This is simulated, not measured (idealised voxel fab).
Name of the process module below: voxel self aligned vias
Square cell edge 5 nm, section width 205 nm, ID cut.
We lay out every cross-section as a grid of square cells and spell it out in bands from the top down, where one band means one or more rows of cells.
Heads up on the band format: heights come first, top then bottom, in nm. After that it's the materials left to right, each with its width in nm. A single material flagged "full width" fills the whole band edge to edge, and "air" means there's empty space there.
Note: height 0 marks the level under which the wafer is uniformly one material as received. Lowest band unbounded below, written "0 and below".
When a width is written as two numbers, as in "30 to 40", the first number is the width in the top row of cells of the band and the second is the width in its bottom row, and the width changes by the same amount from each row to the next.
It should be understood that the words "stayed the same", when stated for a given step, signify that the cross-section underwent no change in any of its cells during that step.
"Enclosed void catalog" enumerates empty spaces isolated from the top, with no open way to it, that contain at least 8 cells, giving each as width x height at distance from the left edge, all three in nm.
Post-settings text on a step line: simulator's own remark regarding the step.
"overlay nm" answers the question of how far to the right of plan the mask lay on a step that has a mask, and when it is negative the answer is to the left.
### Here's what the planned process steps look like
| 1 | RECEIVE, material Si |
| 2 | CONFORMAL_DEP, material SiO2, thk nm 10 |
| 3 | CONFORMAL_DEP, material SiCN, thk nm 5 |
| 4 | DIRECTIONAL_DEP, material lowk, thk nm 20 |
| 5 | PATTERN, tone open, mask id LINES, material resist, width nm 25, pitch nm 65, thk nm 20, overlay nm 0 |
| 6 | DIRECTIONAL_ETCH, etch materials lowk, depth nm 20 |
| 7 | STRIP, etch materials resist |
| 8 | CONFORMAL_DEP, material TiN, thk nm 5 |
| 9 | FILL_DEP, material Ru, thk nm 5 |
| 10 | CMP, height nm 35 |
| 11 | SELECTIVE_ETCH, etch materials W Ru TiN, depth nm 10 |
| 12 | FILL_DEP, material SiN, thk nm 5 |
| 13 | CMP, height nm 35 |
| 14 | DIRECTIONAL_DEP, material lowk, thk nm 15 |
| 15 | DIRECTIONAL_DEP, material aC, thk nm 10 |
| 16 | PATTERN, tone open, mask id VIAS, material resist, width nm 45, thk nm 25, overlay nm 0 |
| 17 | DIRECTIONAL_ETCH, etch materials aC, depth nm 10 |
| 18 | STRIP, etch materials resist |
| 19 | DIRECTIONAL_ETCH, etch materials lowk, depth nm 15 |
| 20 | DIRECTIONAL_ETCH, etch materials SiN, depth nm 10 |
| 21 | STRIP, etch materials aC |
| 22 | CONFORMAL_DEP, material TiN, thk nm 5 |
| 23 | FILL_DEP, material Cu, thk nm 5 |
| 24 | CMP, height nm 50 |
| 25 | CONFORMAL_DEP, material SiN, thk nm 5 |
### As-received wafer cross-section (after step 1)
> 0 and below | Si full width
> Enclosed void catalog: none
### The first of two wafers, cross-sectioned at the end of the module, with the run proceeding as planned
> 55 down to 50 | SiN full width
> 50 down to 40 | 45 nm lowk, then 5 nm TiN, then 35 nm Cu, then 5 nm TiN, then 115 nm lowk
> 40 down to 35 | 45 nm lowk, then 15 nm TiN, then 15 nm Cu, then 15 nm TiN, then 115 nm lowk
> 35 down to 30 | 55 nm lowk, then 5 nm TiN, then 15 nm Cu, then 5 nm TiN, then 40 nm lowk, then 25 nm SiN, then 60 nm lowk
> 30 down to 25 | 55 nm lowk, then 25 nm TiN, then 40 nm lowk, then 25 nm SiN, then 60 nm lowk
> 25 down to 20 | 55 nm lowk, then 5 nm TiN, then 15 nm Ru, then 5 nm TiN, then 40 nm lowk, then 5 nm TiN, then 15 nm Ru, then 5 nm TiN, then 60 nm lowk
> 20 down to 15 | 55 nm lowk, then 25 nm TiN, then 40 nm lowk, then 25 nm TiN, then 60 nm lowk
> 15 down to 10 | SiCN full width
> 10 down to 0 | SiO2 full width
> 0 and below | Si full width
> Enclosed void catalog: none
### second wafer at the end: like start, like plan, one mistake
> 55 down to 50 | SiN full width
> 50 down to 40 | 45 nm lowk, then 5 nm TiN, then 35 nm SiN, then 5 nm TiN, then 115 nm lowk
> 40 down to 35 | 45 nm lowk, then 15 nm TiN, then 15 nm SiN, then 15 nm TiN, then 115 nm lowk
> 35 down to 30 | 55 nm lowk, then 5 nm TiN, then 15 nm SiN, then 5 nm TiN, then 40 nm lowk, then 25 nm SiN, then 60 nm lowk
> 30 down to 25 | 55 nm lowk, then 25 nm TiN, then 40 nm lowk, then 25 nm SiN, then 60 nm lowk
> 25 down to 20 | 55 nm lowk, then 5 nm TiN, then 15 nm Ru, then 5 nm TiN, then 40 nm lowk, then 5 nm TiN, then 15 nm Ru, then 5 nm TiN, then 60 nm lowk
> 20 down to 15 | 55 nm lowk, then 25 nm TiN, then 40 nm lowk, then 25 nm TiN, then 60 nm lowk
> 15 down to 10 | SiCN full width
> 10 down to 0 | SiO2 full width
> 0 and below | Si full width
> Enclosed void catalog: none
Deviation noted in wafer processing: step 23 deviated from plan and actually ran as FILL_DEP, material SiN, thk nm 5
Bottom line after processing is that, in cells, the second wafer is up or down on some materials versus the first: -20 Cu; +20 SiN
